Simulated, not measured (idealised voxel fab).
voxel quadruple lines: a process module
FYI the section here is cut, 185 nm wide, cells are 5 nm squares.
A cross-section in this document is a grid of square cells, and it is written down as bands, the top band listed before the ones below it; a band is made up of one or more rows of cells.
Band: top and bottom heights (nm) first, top before bottom; then materials from left to right, widths in nm. "everywhere" marks a sole material filling the band edge to edge. "blank" denotes empty space.
Measure heights from 0. That's the level where, below it, the as-received wafer is all one material. The lowest band is bottomless and extends downward; write it as in "0 down".
Per-row width for "30..40": begins at first number (top row of band), ends at second number (bottom row), increment between rows held constant.
No cell of the cross-section changed in a step that is given as "changes: none".
"Sealed cavities" lists enclosed empty spaces (at least 8 cells, no open path upward to the top), each as width x height at distance from the left edge, in nm.
On each step's line, the part that comes after the settings is the simulator's own comment on the step.
What "overlay nm" on a step's line means: if the step has a mask, that mask lay this far to the right of its planned place, or, when the value is negative, to the left.

[Planned process steps]
1,RECEIVE: material Si
2,CONFORMAL_DEP: material SiO2, thk nm 10
3,DIRECTIONAL_DEP: material W, thk nm 10
4,DIRECTIONAL_DEP: material polySi, thk nm 20
5,DIRECTIONAL_DEP: material aC, thk nm 20
6,PATTERN: tone cover, mask id MANDREL, material resist, width nm 25, thk nm 30, overlay nm 0
7,DIRECTIONAL_ETCH: etch materials aC, depth nm 20
8,STRIP: etch materials resist
9,CONFORMAL_DEP: material SiO2, thk nm 15
10,DIRECTIONAL_ETCH: etch materials SiO2, depth nm 15
11,STRIP: etch materials aC
12,DIRECTIONAL_ETCH: etch materials polySi, depth nm 20
13,STRIP: etch materials SiO2
14,CONFORMAL_DEP: material SiCN, thk nm 10
15,DIRECTIONAL_ETCH: etch materials SiCN, depth nm 10
16,STRIP: etch materials polySi
17,DIRECTIONAL_ETCH: etch materials W, depth nm 10
18,STRIP: etch materials SiCN
19,FILL_DEP: material SiO2, thk nm 10
20,CMP: height nm 20
Across this set of wafers, the varied parameter is the width nm of step 6. Starting conditions are identical for every wafer, and the plan reports the value assigned to the first wafer.

[Incoming state of the first of several wafers in cross-section: after step 1]
	0 down | Si everywhere
	Sealed cavities: none

[Depicted here is the first of several wafers in cross-section, at module completion following the last step, step 20]
	20 to 10 | 55 of SiO2, 10 of W, 15 of SiO2, 10 of W, 5 of SiO2, 10 of W, 15 of SiO2, 10 of W, 55 of SiO2
	10 to 0 | SiO2 everywhere
	0 down | Si everywhere
	Sealed cavities: none

[Cross-sectional depiction of the last of several wafers upon completion of the module]
	20 to 10 | 45 of SiO2, 10 of W, 15 of SiO2, 10 of W, 30 of SiO2, 10 of W, 15 of SiO2, 10 of W, 40 of SiO2
	10 to 0 | SiO2 everywhere
	0 down | Si everywhere
	Sealed cavities: none

[Here is how to read the rows: every wafer has a row, and it shows the wafer at the end of the module, giving for each material how many cells were gained (+) or lost (-) since the wafer was received, then listing its closed voids]
width nm 25 | +132 SiO2 | +16 W | Sealed cavities: none
width nm 30 | +132 SiO2 | +16 W | Sealed cavities: none
width nm 35 | +132 SiO2 | +16 W | Sealed cavities: none
width nm 40 | +132 SiO2 | +16 W | Sealed cavities: none
width nm 45 | +132 SiO2 | +16 W | Sealed cavities: none
width nm 50 | +132 SiO2 | +16 W | Sealed cavities: none
